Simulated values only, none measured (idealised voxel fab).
Process module heading - voxel self aligned contacts
Section shown: cut. Width: 220 nm. Cell size: 5 nm, square.
Cross-section = grid of square cells, listed top down in bands; band = one or more rows.
What a band's entry tells you: where the top is and where the bottom is, as heights in nm, and after that what lies inside, material by material from left to right, each with its width in nm. Empty space is written as the word "blank", and a single material marked with the word "full width" occupies the band from edge to edge.
Beneath 0, the wafer as received is one material, and that level is where height counting begins. The lowest band goes on downward without a bottom; it is written like "0 and below".
With a width like "30 to 40", each row of cells in the band differs from the next by the same amount, the top row carrying the first number and the bottom row the second.
Key: "all unchanged" - step with no changed cell in the cross-section.
Each empty space that has no open way to the top and spans at least 8 cells appears under "Trapped cavities" as width x height at distance, the distance counted from the left edge, all in nm.
It should be noted that, on the line of a given step, the content following the step's settings is a remark produced by the simulator itself with respect to that step.
On any step carrying a mask, the "overlay nm" setting, if present on the step's line, tells how far right of its planned place the mask lay; negative values point to the left.

Steps planned for the process:
| 1 | RECEIVE | material Si |
| 2 | OXIDIZE | depth nm 5 |
| 3 | DIRECTIONAL_DEP | material polySi | thk nm 30 |
| 4 | DIRECTIONAL_DEP | material SiN | thk nm 15 |
| 5 | MASKED_ETCH | tone cover | mask id GATE | width nm 30 | pitch nm 60 | etch materials SiN | depth nm 15 | overlay nm 0 |
| 6 | MASKED_ETCH | tone cover | mask id GATE | width nm 30 | pitch nm 60 | etch materials polySi | depth nm 30 | overlay nm 0 |
| 7 | CONFORMAL_DEP | material SiN | thk nm 5 |
| 8 | DIRECTIONAL_ETCH | etch materials SiN | depth nm 5 |
| 9 | FILL_DEP | material SiO2 | thk nm 15 |
| 10 | CMP | height nm 55 |
| 11 | PATTERN | tone open | mask id CONTACT | material resist | width nm 40 | pitch nm 60 | thk nm 20 | overlay nm 0 |
| 12 | DIRECTIONAL_ETCH | etch materials SiO2 | depth nm 60 |
| 13 | STRIP | etch materials resist |
| 14 | CONFORMAL_DEP | material TiN | thk nm 5 |
| 15 | FILL_DEP | material W | thk nm 5 |
| 16 | CMP | height nm 55 |
| 17 | CONFORMAL_DEP | material SiN | thk nm 5 |

The first of a set of two wafers, run to plan:

Received-state cross-section, reflecting completion of step 1:
  0 and below | Si full width
  Trapped cavities: none

Sectional view: wafer, after step 2:
  0 down to -5 | SiO2 full width
  Note: structure below -5 unchanged.

Sectional view: wafer, after step 3:
  30 down to 0 | polySi full width
  Note: structure below 0 unchanged.

Sectional view: wafer, after step 4:
  45 down to 30 | SiN full width
  Note: structure below 30 unchanged.

Sectional view: wafer, after step 5:
  45 down to 30 | blank=35 | SiN=30 | blank=30 | SiN=30 | blank=30 | SiN=30 | blank=35
  Note: structure below 30 unchanged.

Sectional view: wafer, after step 6:
  45 down to 30 | blank=35 | SiN=30 | blank=30 | SiN=30 | blank=30 | SiN=30 | blank=35
  30 down to 0 | blank=35 | polySi=30 | blank=30 | polySi=30 | blank=30 | polySi=30 | blank=35
  Note: structure below 0 unchanged.

Sectional view: wafer, after step 7:
  50 down to 30 | blank=30 | SiN=40 | blank=20 | SiN=40 | blank=20 | SiN=40 | blank=30
  30 down to 5 | blank=30 | SiN=5 | polySi=30 | SiN=5 | blank=20 | SiN=5 | polySi=30 | SiN=5 | blank=20 | SiN=5 | polySi=30 | SiN=5 | blank=30
  5 down to 0 | SiN=35 | polySi=30 | SiN=30 | polySi=30 | SiN=30 | polySi=30 | SiN=35
  Note: structure below 0 unchanged.

Sectional view: wafer, after step 8:
  45 down to 30 | blank=30 | SiN=40 | blank=20 | SiN=40 | blank=20 | SiN=40 | blank=30
  30 down to 0 | blank=30 | SiN=5 | polySi=30 | SiN=5 | blank=20 | SiN=5 | polySi=30 | SiN=5 | blank=20 | SiN=5 | polySi=30 | SiN=5 | blank=30
  Note: structure below 0 unchanged.

Sectional view: wafer, after step 9:
  60 down to 45 | SiO2 full width
  45 down to 30 | SiO2=30 | SiN=40 | SiO2=20 | SiN=40 | SiO2=20 | SiN=40 | SiO2=30
  30 down to 0 | SiO2=30 | SiN=5 | polySi=30 | SiN=5 | SiO2=20 | SiN=5 | polySi=30 | SiN=5 | SiO2=20 | SiN=5 | polySi=30 | SiN=5 | SiO2=30
  Note: structure below 0 unchanged.

Sectional view: wafer, after step 10:
  55 down to 45 | SiO2 full width
  Note: structure below 45 unchanged.

Sectional view: wafer, after step 11:
  75 down to 55 | resist=60 | blank=40 | resist=20 | blank=40 | resist=60
  Note: structure below 55 unchanged.

Sectional view: wafer, after step 12:
  75 down to 55 | resist=60 | blank=40 | resist=20 | blank=40 | resist=60
  55 down to 45 | SiO2=60 | blank=40 | SiO2=20 | blank=40 | SiO2=60
  45 down to 30 | SiO2=30 | SiN=40 | blank=20 | SiN=40 | blank=20 | SiN=40 | SiO2=30
  30 down to 0 | SiO2=30 | SiN=5 | polySi=30 | SiN=5 | blank=20 | SiN=5 | polySi=30 | SiN=5 | blank=20 | SiN=5 | polySi=30 | SiN=5 | SiO2=30
  0 down to -5 | SiO2=70 | blank=20 | SiO2=40 | blank=20 | SiO2=70
  Note: structure below -5 unchanged.

Sectional view: wafer, after step 13:
  55 down to 45 | SiO2=60 | blank=40 | SiO2=20 | blank=40 | SiO2=60
  Note: structure below 45 unchanged.

Sectional view: wafer, after step 14:
  60 down to 55 | TiN=65 | blank=30 | TiN=30 | blank=30 | TiN=65
  55 down to 45 | SiO2=60 | TiN=5 to 15 | blank=30 to 10 | TiN=5 to 15 | SiO2=20 | TiN=5 to 15 | blank=30 to 10 | TiN=5 to 15 | SiO2=60
  45 down to 30 | SiO2=30 | SiN=40 | TiN=5 | blank=10 | TiN=5 | SiN=40 | TiN=5 | blank=10 | TiN=5 | SiN=40 | SiO2=30
  30 down to 0 | SiO2=30 | SiN=5 | polySi=30 | SiN=5 | TiN=5 | blank=10 | TiN=5 | SiN=5 | polySi=30 | SiN=5 | TiN=5 | blank=10 | TiN=5 | SiN=5 | polySi=30 | SiN=5 | SiO2=30
  0 down to -5 | SiO2=70 | TiN=20 | SiO2=40 | TiN=20 | SiO2=70
  Note: structure below -5 unchanged.

Sectional view: wafer, after step 15:
  65 down to 60 | W full width
  60 down to 55 | TiN=65 | W=30 | TiN=30 | W=30 | TiN=65
  55 down to 45 | SiO2=60 | TiN=5 to 15 | W=30 to 10 | TiN=5 to 15 | SiO2=20 | TiN=5 to 15 | W=30 to 10 | TiN=5 to 15 | SiO2=60
  45 down to 30 | SiO2=30 | SiN=40 | TiN=5 | W=10 | TiN=5 | SiN=40 | TiN=5 | W=10 | TiN=5 | SiN=40 | SiO2=30
  30 down to 0 | SiO2=30 | SiN=5 | polySi=30 | SiN=5 | TiN=5 | W=10 | TiN=5 | SiN=5 | polySi=30 | SiN=5 | TiN=5 | W=10 | TiN=5 | SiN=5 | polySi=30 | SiN=5 | SiO2=30
  Note: structure below 0 unchanged.

Sectional view: wafer, after step 16:
  55 down to 45 | SiO2=60 | TiN=5 to 15 | W=30 to 10 | TiN=5 to 15 | SiO2=20 | TiN=5 to 15 | W=30 to 10 | TiN=5 to 15 | SiO2=60
  Note: structure below 45 unchanged.

Sectional view: wafer, after step 17:
  60 down to 55 | SiN full width
  Note: structure below 55 unchanged.

Notes, second wafer: start = first wafer's, plan = first wafer's, execution had one mistake; history identical to first through step 4:

when step 5 should have ended:
  45 down to 30 | SiN=35 | blank=30 | SiN=30 | blank=30 | SiN=30 | blank=30 | SiN=35
  Note: structure below 30 unchanged.

when step 6 should have ended: all unchanged

when step 7 should have ended:
  50 down to 35 | SiN=40 | blank=20 | SiN=40 | blank=20 | SiN=40 | blank=20 | SiN=40
  35 down to 30 | SiN full width
  Note: structure below 30 unchanged.

when step 8 should have ended:
  45 down to 30 | SiN=40 | blank=20 | SiN=40 | blank=20 | SiN=40 | blank=20 | SiN=40
  Note: structure below 30 unchanged.

when step 9 should have ended:
  60 down to 45 | SiO2 full width
  45 down to 30 | SiN=40 | SiO2=20 | SiN=40 | SiO2=20 | SiN=40 | SiO2=20 | SiN=40
  Note: structure below 30 unchanged.

when step 10 should have ended:
  55 down to 45 | SiO2 full width
  Note: structure below 45 unchanged.

when step 11 should have ended:
  75 down to 55 | resist=60 | blank=40 | resist=20 | blank=40 | resist=60
  Note: structure below 55 unchanged.

when step 12 should have ended:
  75 down to 55 | resist=60 | blank=40 | resist=20 | blank=40 | resist=60
  55 down to 45 | SiO2=60 | blank=40 | SiO2=20 | blank=40 | SiO2=60
  Note: structure below 45 unchanged.

when step 13 should have ended:
  55 down to 45 | SiO2=60 | blank=40 | SiO2=20 | blank=40 | SiO2=60
  Note: structure below 45 unchanged.

when step 14 should have ended:
  60 down to 55 | TiN=65 | blank=30 | TiN=30 | blank=30 | TiN=65
  55 down to 50 | SiO2=60 | TiN=5 | blank=30 | TiN=5 | SiO2=20 | TiN=5 | blank=30 | TiN=5 | SiO2=60
  50 down to 45 | SiO2=60 | TiN=40 | SiO2=20 | TiN=40 | SiO2=60
  Note: structure below 45 unchanged.

when step 15 should have ended:
  65 down to 60 | W full width
  60 down to 55 | TiN=65 | W=30 | TiN=30 | W=30 | TiN=65
  55 down to 50 | SiO2=60 | TiN=5 | W=30 | TiN=5 | SiO2=20 | TiN=5 | W=30 | TiN=5 | SiO2=60
  Note: structure below 50 unchanged.

when step 16 should have ended:
  55 down to 50 | SiO2=60 | TiN=5 | W=30 | TiN=5 | SiO2=20 | TiN=5 | W=30 | TiN=5 | SiO2=60
  Note: structure below 50 unchanged.

when step 17 should have ended:
  60 down to 55 | SiN full width
  Note: structure below 55 unchanged.
It is concluded that the wafer was processed incorrectly with respect to the plan, in that heads up, step 5 didn't go per plan, it actually ran as MASKED_ETCH | tone open | mask id GATE | width nm 30 | pitch nm 60 | etch materials SiN | depth nm 15 | overlay nm 0
Final wafer comparison in cells, second versus first, more or fewer per material: 12 fewer of SiN; 64 fewer of SiO2; 40 fewer of TiN; 40 fewer of W; 156 more of polySi
